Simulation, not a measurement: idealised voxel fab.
process module | voxel gate over fins
cross-section cut | 235 nm wide | cells 5 nm
A cross-section is a grid of square cells, given in bands from the top down. A band is one or more rows of cells.
Each band's line starts with the height of the band's top and of its bottom, in nm. Then come its materials from left to right, each with its width in nm. One material with "throughout" fills the band from edge to edge. "air" is empty space.
Height 0 is the level under which the wafer as received is all one material. The lowest band goes on downwards, as in "0 down".
A width such as "30 to 40" changes by the same amount from each row of cells to the next, from the band's top row to its bottom row.
"no change" after a step means that no cell of the cross-section changed.
closed voids: empty space of 8 cells or more with no open way to the top, each as width x height at its distance from the left edge, in nm
after a step's settings: what the simulator itself notes on the step
overlay nm, on a step with a mask: how far to the right of its planned place the mask lay; to the left if negative
plan
1 op RECEIVE | material Si
2 op CONFORMAL_DEP | material SiN | thk nm 5
3 op MASKED_ETCH | tone cover | mask id FINS | width nm 15 | pitch nm 55 | etch materials SiN | depth nm 5 | overlay nm 0
4 op MASKED_ETCH | tone cover | mask id FINS | width nm 15 | pitch nm 55 | etch materials Si | depth nm 40 | overlay nm 0
5 op OXIDIZE | depth nm 5
6 op FILL_DEP | material SiO2 | thk nm 5
7 op CMP | height nm 5
8 op MASKED_ETCH | tone open | mask id RAIL | width nm 15 | etch materials SiO2 | depth nm 40 | overlay nm 0
9 op CONFORMAL_DEP | material TiN | thk nm 5
10 op FILL_DEP | material W | thk nm 5
11 op CMP | height nm 5
12 op SELECTIVE_ETCH | etch materials W Ru TiN | depth nm 25
13 op FILL_DEP | material SiO2 | thk nm 5
14 op CMP | height nm 5
15 op SELECTIVE_ETCH | etch materials SiO2 | depth nm 15
16 op STRIP | etch materials SiN
17 op CONFORMAL_DEP | material HfO2 | thk nm 5
18 op CONFORMAL_DEP | material TiN | thk nm 5
19 op CONFORMAL_DEP | material TiAl | thk nm 5
20 op CONFORMAL_DEP | material TiN | thk nm 5
21 op FILL_DEP | material W | thk nm 10
22 op CMP | height nm 25
23 op CONFORMAL_DEP | material SiN | thk nm 10
varied across the wafers: thk nm of step 2. The plan shows the first wafer's value. All wafers start alike
first wafer as received, after step 1
  0 down: Si throughout
  closed voids: none
first wafer at the end, after step 23
  35 to 25: SiN throughout
  25 to 20: W throughout
  20 to 15: W 40 | TiN 45 | W 10 | TiN 45 | W 10 | TiN 45 | W 40
  15 to 10: W 40 | TiN 5 | TiAl 35 | TiN 5 | W 10 | TiN 5 | TiAl 35 | TiN 5 | W 10 | TiN 5 | TiAl 35 | TiN 5 | W 40
  10 to 5: TiN 45 | TiAl 5 | TiN 25 | TiAl 5 | TiN 20 | TiAl 5 | TiN 25 | TiAl 5 | TiN 20 | TiAl 5 | TiN 25 | TiAl 5 | TiN 45
  5 to 0: TiAl 50 | TiN 5 | HfO2 15 | TiN 5 | TiAl 30 | TiN 5 | HfO2 15 | TiN 5 | TiAl 30 | TiN 5 | HfO2 15 | TiN 5 | TiAl 50
  0 to -5: TiN 55 | HfO2 5 | Si 5 | HfO2 5 | TiN 40 | HfO2 5 | Si 5 | HfO2 5 | TiN 40 | HfO2 5 | Si 5 | HfO2 5 | TiN 55
  -5 to -10: HfO2 60 | Si 5 | HfO2 50 | Si 5 | HfO2 50 | Si 5 | HfO2 60
  -10 to -20: SiO2 60 | Si 5 | SiO2 50 | Si 5 | SiO2 50 | Si 5 | SiO2 60
  -20 to -30: SiO2 60 | Si 5 | SiO2 15 | TiN 5 | W 5 | TiN 5 | SiO2 20 | Si 5 | SiO2 50 | Si 5 | SiO2 60
  -30 to -35: SiO2 60 | Si 5 | SiO2 15 | TiN 15 | SiO2 20 | Si 5 | SiO2 50 | Si 5 | SiO2 60
  -35 to -45: SiO2 60 | Si 5 | SiO2 50 | Si 5 | SiO2 50 | Si 5 | SiO2 60
  -45 down: Si throughout
  closed voids: none
last wafer at the end
  35 to 25: SiN throughout
  25 to 20: W throughout
  20 to 15: TiN throughout
  15 to 10: TiAl throughout
  10 to 5: TiN throughout
  5 to 0: HfO2 throughout
  0 down: Si throughout
  closed voids: none
each wafer at the end: cells of each material gained (+) or lost (-) since it was received, then its closed voids
thk nm 5 | +59 HfO2 | -396 Si | +94 SiN | +299 SiO2 | +59 TiAl | +125 TiN | +89 W | closed voids: none
thk nm 10 | +47 HfO2 | +94 SiN | +47 TiAl | +94 TiN | +47 W | closed voids: none
thk nm 15 | +47 HfO2 | +94 SiN | +47 TiAl | +94 TiN | +47 W | closed voids: none
thk nm 20 | +47 HfO2 | +94 SiN | +47 TiAl | +94 TiN | +47 W | closed voids: none
